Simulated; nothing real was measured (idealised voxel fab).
process module | voxel wiring stack
cross-section cut | 300 nm wide | cells 5 nm
A cross-section is a grid of square cells, given in bands from the top down. A band is one or more rows of cells.
Each band's line starts with the height of the band's top and of its bottom, in nm. Then come its materials from left to right, each with its width in nm. One material with "throughout" fills the band from edge to edge. "air" is empty space.
Height 0 is the level under which the wafer as received is all one material. The lowest band goes on downwards, as in "0 down".
A width such as "30 to 40" changes by the same amount from each row of cells to the next, from the band's top row to its bottom row.
"no change" after a step means that no cell of the cross-section changed.
closed voids: empty space of 8 cells or more with no open way to the top, each as width x height at its distance from the left edge, in nm
after a step's settings: what the simulator itself notes on the step
overlay nm, on a step with a mask: how far to the right of its planned place the mask lay; to the left if negative
plan
1 op RECEIVE | material Si
2 op CONFORMAL_DEP | material SiO2 | thk nm 10
3 op DIRECTIONAL_DEP | material TiN | thk nm 5
4 op DIRECTIONAL_DEP | material Ru | thk nm 15
5 op PATTERN | tone cover | mask id METAL_1 | material resist | width nm 20 | pitch nm 40 | thk nm 15 | overlay nm 0
6 op DIRECTIONAL_ETCH | etch materials Ru | depth nm 15
7 op DIRECTIONAL_ETCH | etch materials TiN | depth nm 5
8 op STRIP | etch materials resist
9 op CONFORMAL_DEP | material SiCN | thk nm 5
10 op FILL_DEP | material SiO2 | thk nm 5
11 op CMP | height nm 30
12 op CONFORMAL_DEP | material SiCN | thk nm 5
13 op DIRECTIONAL_DEP | material SiO2 | thk nm 15
14 op DIRECTIONAL_DEP | material aC | thk nm 15
15 op PATTERN | tone open | mask id PLUG_1 | material resist | width nm 15 | pitch nm 40 | thk nm 30 | overlay nm 0
16 op DIRECTIONAL_ETCH | etch materials aC | depth nm 15
17 op STRIP | etch materials resist
18 op DIRECTIONAL_ETCH | etch materials SiO2 | depth nm 15
19 op DIRECTIONAL_ETCH | etch materials SiCN | depth nm 5
20 op STRIP | etch materials aC
21 op CONFORMAL_DEP | material TiN | thk nm 5
22 op FILL_DEP | material Cu | thk nm 5
23 op CMP | height nm 50
24 op CONFORMAL_DEP | material SiN | thk nm 5
25 op DIRECTIONAL_DEP | material lowk | thk nm 20
26 op DIRECTIONAL_DEP | material aC | thk nm 15
27 op PATTERN | tone open | mask id METAL_2 | material resist | width nm 15 | pitch nm 40 | thk nm 30 | overlay nm 0
28 op DIRECTIONAL_ETCH | etch materials aC | depth nm 15
29 op STRIP | etch materials resist
30 op DIRECTIONAL_ETCH | etch materials lowk | depth nm 20
31 op DIRECTIONAL_ETCH | etch materials SiN | depth nm 5
32 op STRIP | etch materials aC
33 op CONFORMAL_DEP | material TiN | thk nm 5
34 op FILL_DEP | material Cu | thk nm 5
35 op CMP | height nm 75
36 op CONFORMAL_DEP | material SiCN | thk nm 5
37 op DIRECTIONAL_DEP | material lowk | thk nm 30
38 op PATTERN | tone open | mask id METAL_3_HOLES | material resist | width nm 15 | thk nm 20 | overlay nm 0
39 op DIRECTIONAL_ETCH | etch materials lowk | depth nm 30
40 op STRIP | etch materials resist
41 op MASKED_ETCH | tone open | mask id METAL_3 | width nm 20 | pitch nm 40 | etch materials lowk | depth nm 15 | overlay nm 0
42 op MASKED_ETCH | tone open | mask id METAL_3 | width nm 20 | pitch nm 40 | etch materials SiCN | depth nm 5 | overlay nm 0
43 op CONFORMAL_DEP | material TiN | thk nm 5
44 op FILL_DEP | material Ru | thk nm 5
45 op CMP | height nm 110
46 op CONFORMAL_DEP | material SiN | thk nm 5
varied across the wafers: width nm of step 27. The plan shows the first wafer's value. All wafers start alike
first wafer as received, after step 1
  0 down: Si throughout
  closed voids: none
first wafer at the end, after step 46
  115 to 110: SiN throughout
  110 to 100: lowk 120 | TiN 5 | Ru 10 | TiN 5 | lowk 20 | TiN 5 | Ru 10 | TiN 5 | lowk 120
  100 to 95: lowk 120 | TiN 5 | Ru 5 | TiN 10 | lowk 20 | TiN 20 | lowk 120
  95 to 80: lowk 120 | TiN 5 | Ru 5 | TiN 5 | lowk 165
  80 to 75: SiCN 120 | TiN 15 | SiCN 165
  75 to 55: lowk 125 | TiN 5 | Cu 5 | TiN 5 | lowk 25 | TiN 5 | Cu 5 | TiN 5 | lowk 120
  55 to 50: SiN 125 | TiN 15 | SiN 25 | TiN 15 | SiN 120
  50 to 35: SiO2 120 | TiN 5 | Cu 5 | TiN 5 | SiO2 25 | TiN 5 | Cu 5 | TiN 5 | SiO2 125
  35 to 30: SiCN 120 | TiN 15 | SiCN 25 | TiN 15 | SiCN 125
  30 to 15: SiO2 115 | SiCN 5 | Ru 20 | SiCN 5 | SiO2 10 | SiCN 5 | Ru 20 | SiCN 5 | SiO2 115
  15 to 10: SiCN 120 | TiN 20 | SiCN 20 | TiN 20 | SiCN 120
  10 to 0: SiO2 throughout
  0 down: Si throughout
  closed voids: none
last wafer at the end
  115 to 110: SiN throughout
  110 to 100: lowk 120 | TiN 5 | Ru 10 | TiN 5 | lowk 20 | TiN 5 | Ru 10 | TiN 5 | lowk 120
  100 to 95: lowk 120 | TiN 5 | Ru 5 | TiN 10 | lowk 20 | TiN 20 | lowk 120
  95 to 80: lowk 120 | TiN 5 | Ru 5 | TiN 5 | lowk 165
  80 to 75: SiCN 120 | TiN 15 | SiCN 165
  75 to 55: lowk 120 | TiN 5 | Cu 15 | TiN 5 | lowk 15 | TiN 5 | Cu 15 | TiN 5 | lowk 115
  55 to 50: SiN 120 | TiN 25 | SiN 15 | TiN 25 | SiN 115
  50 to 35: SiO2 120 | TiN 5 | Cu 5 | TiN 5 | SiO2 25 | TiN 5 | Cu 5 | TiN 5 | SiO2 125
  35 to 30: SiCN 120 | TiN 15 | SiCN 25 | TiN 15 | SiCN 125
  30 to 15: SiO2 115 | SiCN 5 | Ru 20 | SiCN 5 | SiO2 10 | SiCN 5 | Ru 20 | SiCN 5 | SiO2 115
  15 to 10: SiCN 120 | TiN 20 | SiCN 20 | TiN 20 | SiCN 120
  10 to 0: SiO2 throughout
  0 down: Si throughout
  closed voids: none
each wafer at the end: cells of each material gained (+) or lost (-) since it was received, then its closed voids
width nm 15 | +14 Cu | +36 Ru | +175 SiCN | +114 SiN | +426 SiO2 | +72 TiN | +543 lowk | closed voids: none
width nm 20 | +22 Cu | +36 Ru | +175 SiCN | +112 SiN | +426 SiO2 | +74 TiN | +535 lowk | closed voids: none
width nm 25 | +30 Cu | +36 Ru | +175 SiCN | +110 SiN | +426 SiO2 | +76 TiN | +527 lowk | closed voids: none
